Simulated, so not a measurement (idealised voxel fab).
This section sets out a process module, namely voxel capacitor over wiring.
The cross-section on display is named cut; it measures 280 nm wide, and its cells are 5 nm squares.
Cross-section spec: square-cell grid; bands listed top down; each band is one or more rows. Heights first: top, then bottom, in nm. Then materials, left to right, each with a width in nm. "full width" on a single material: fills the band edge to edge. "air": empty space. Heads up on the height convention: 0 is the point under which the incoming wafer is all one material, and the lowest band has no bottom, it just keeps going down, like "from 0 down". Think of "30->40" as a width that walks from the first number to the second as you go down the band, top row to bottom row, taking equal-sized steps from row to row. Reading "identical to before" for a step: not a cell of the cross-section changed in it. If an empty space has no open way to the top and is at least 8 cells in size, "Voids, sealed" lists it, written width x height at distance, where distance is measured from the left edge and every value is in nm. Whatever follows a step's settings on its line is a remark the simulator itself makes about that step. The line of a step may include "overlay nm". On a step with a mask, this value is how far to the right of its planned place the mask lay. A negative value means the mask lay to the left.

# Here's what the planned process steps look like
| 1 | RECEIVE [material Si] |
| 2 | CONFORMAL_DEP [material SiO2] [thk nm 15] |
| 3 | DIRECTIONAL_DEP [material TiN] [thk nm 5] |
| 4 | DIRECTIONAL_DEP [material W] [thk nm 15] |
| 5 | PATTERN [tone cover] [mask id METAL_1] [material resist] [width nm 30] [pitch nm 100] [thk nm 20] [overlay nm 0] |
| 6 | DIRECTIONAL_ETCH [etch materials W] [depth nm 15] |
| 7 | DIRECTIONAL_ETCH [etch materials TiN] [depth nm 5] |
| 8 | STRIP [etch materials resist] |
| 9 | FILL_DEP [material lowk] [thk nm 5] |
| 10 | CMP [height nm 35] |
| 11 | CONFORMAL_DEP [material SiCN] [thk nm 5] |
| 12 | DIRECTIONAL_DEP [material lowk] [thk nm 20] |
| 13 | DIRECTIONAL_DEP [material aC] [thk nm 10] |
| 14 | PATTERN [tone open] [mask id PLUG_1] [material resist] [width nm 15] [thk nm 30] [overlay nm 0] |
| 15 | DIRECTIONAL_ETCH [etch materials aC] [depth nm 10] |
| 16 | STRIP [etch materials resist] |
| 17 | DIRECTIONAL_ETCH [etch materials lowk] [depth nm 20] |
| 18 | DIRECTIONAL_ETCH [etch materials SiCN] [depth nm 5] |
| 19 | STRIP [etch materials aC] |
| 20 | EPI [material Ru] [thk nm 10] |
| 21 | EPI [material Ru] [thk nm 10] |
| 22 | EPI [material Ru] [thk nm 5] |
| 23 | DIRECTIONAL_DEP [material TiN] [thk nm 5] |
| 24 | DIRECTIONAL_DEP [material HfO2] [thk nm 5] |
| 25 | DIRECTIONAL_DEP [material TiN] [thk nm 10] |
| 26 | MASKED_ETCH [tone cover] [mask id UPPER_PLATE] [width nm 75] [etch materials TiN] [depth nm 10] [overlay nm 0] |
| 27 | MASKED_ETCH [tone cover] [mask id UPPER_PLATE] [width nm 75] [etch materials HfO2] [depth nm 5] [overlay nm 0] |
| 28 | DIRECTIONAL_DEP [material aC] [thk nm 10] |
| 29 | PATTERN [tone cover] [mask id LOWER_PLATE] [material resist] [width nm 85] [thk nm 30] [overlay nm 0] |
| 30 | DIRECTIONAL_ETCH [etch materials aC] [depth nm 10] |
| 31 | STRIP [etch materials resist] |
| 32 | DIRECTIONAL_ETCH [etch materials TiN] [depth nm 5] |
| 33 | STRIP [etch materials aC] |
| 34 | FILL_DEP [material SiO2] [thk nm 20] |
| 35 | CMP [height nm 95] |
| 36 | DIRECTIONAL_DEP [material aC] [thk nm 15] |
| 37 | PATTERN [tone open] [mask id PLUG_2] [material resist] [width nm 15] [thk nm 30] [overlay nm 0] |
| 38 | DIRECTIONAL_ETCH [etch materials aC] [depth nm 15] |
| 39 | STRIP [etch materials resist] |
| 40 | DIRECTIONAL_ETCH [etch materials SiO2] [depth nm 15] |
| 41 | STRIP [etch materials aC] |
| 42 | CONFORMAL_DEP [material TiN] [thk nm 5] |
| 43 | FILL_DEP [material Ru] [thk nm 5] |
| 44 | CMP [height nm 95] |
| 45 | CONFORMAL_DEP [material SiCN] [thk nm 5] |
Quick note for whoever runs this: the wafers start identical, but the width nm at step 14 isn't the same across them. The plan just shows what the first wafer had.

# First of several wafers, received after step 1, in cross-section
> from 0 down  Si full width
> Voids, sealed: none

# Shown in cross-section: the first of several wafers at the end of the module, after its last step, step 45
> from 100 to 95  SiCN full width
> from 95 to 85  SiO2: 100, TiN: 5, Ru: 5, TiN: 5, SiO2: 165
> from 85 to 80  SiO2: 100, TiN: 15, SiO2: 165
> from 80 to 70  SiO2: 90, TiN: 75, SiO2: 115
> from 70 to 65  SiO2: 90, HfO2: 75, SiO2: 115
> from 65 to 60  SiO2: 85, TiN: 85, SiO2: 110
> from 60 to 40  lowk: 90, Ru: 15, lowk: 175
> from 40 to 35  SiCN: 90, Ru: 15, SiCN: 175
> from 35 to 20  lowk: 75, W: 30, lowk: 70, W: 30, lowk: 75
> from 20 to 15  lowk: 75, TiN: 30, lowk: 70, TiN: 30, lowk: 75
> from 15 to 0  SiO2 full width
> from 0 down  Si full width
> Voids, sealed: none

# Cross-section, last wafer, module completion
> from 100 to 95  SiCN full width
> from 95 to 85  SiO2: 100, TiN: 5, Ru: 5, TiN: 5, SiO2: 165
> from 85 to 80  SiO2: 100, TiN: 15, SiO2: 165
> from 80 to 70  SiO2: 90, TiN: 75, SiO2: 115
> from 70 to 65  SiO2: 90, HfO2: 75, SiO2: 115
> from 65 to 60  SiO2: 85, TiN: 85, SiO2: 110
> from 60 to 40  lowk: 85, Ru: 30, lowk: 165
> from 40 to 35  SiCN: 85, Ru: 30, SiCN: 165
> from 35 to 20  lowk: 75, W: 30, lowk: 70, W: 30, lowk: 75
> from 20 to 15  lowk: 75, TiN: 30, lowk: 70, TiN: 30, lowk: 75
> from 15 to 0  SiO2 full width
> from 0 down  Si full width
> Voids, sealed: none

# Gained (+) or lost (-) cells of each material since receipt, then closed voids: one row per wafer, at the end of the module
width nm 15, +15 HfO2, +17 Ru, +109 SiCN, +489 SiO2, +66 TiN, +36 W, +388 lowk, Voids, sealed: none
width nm 20, +15 HfO2, +22 Ru, +108 SiCN, +489 SiO2, +66 TiN, +36 W, +384 lowk, Voids, sealed: none
width nm 25, +15 HfO2, +27 Ru, +107 SiCN, +489 SiO2, +66 TiN, +36 W, +380 lowk, Voids, sealed: none
width nm 30, +15 HfO2, +32 Ru, +106 SiCN, +489 SiO2, +66 TiN, +36 W, +376 lowk, Voids, sealed: none
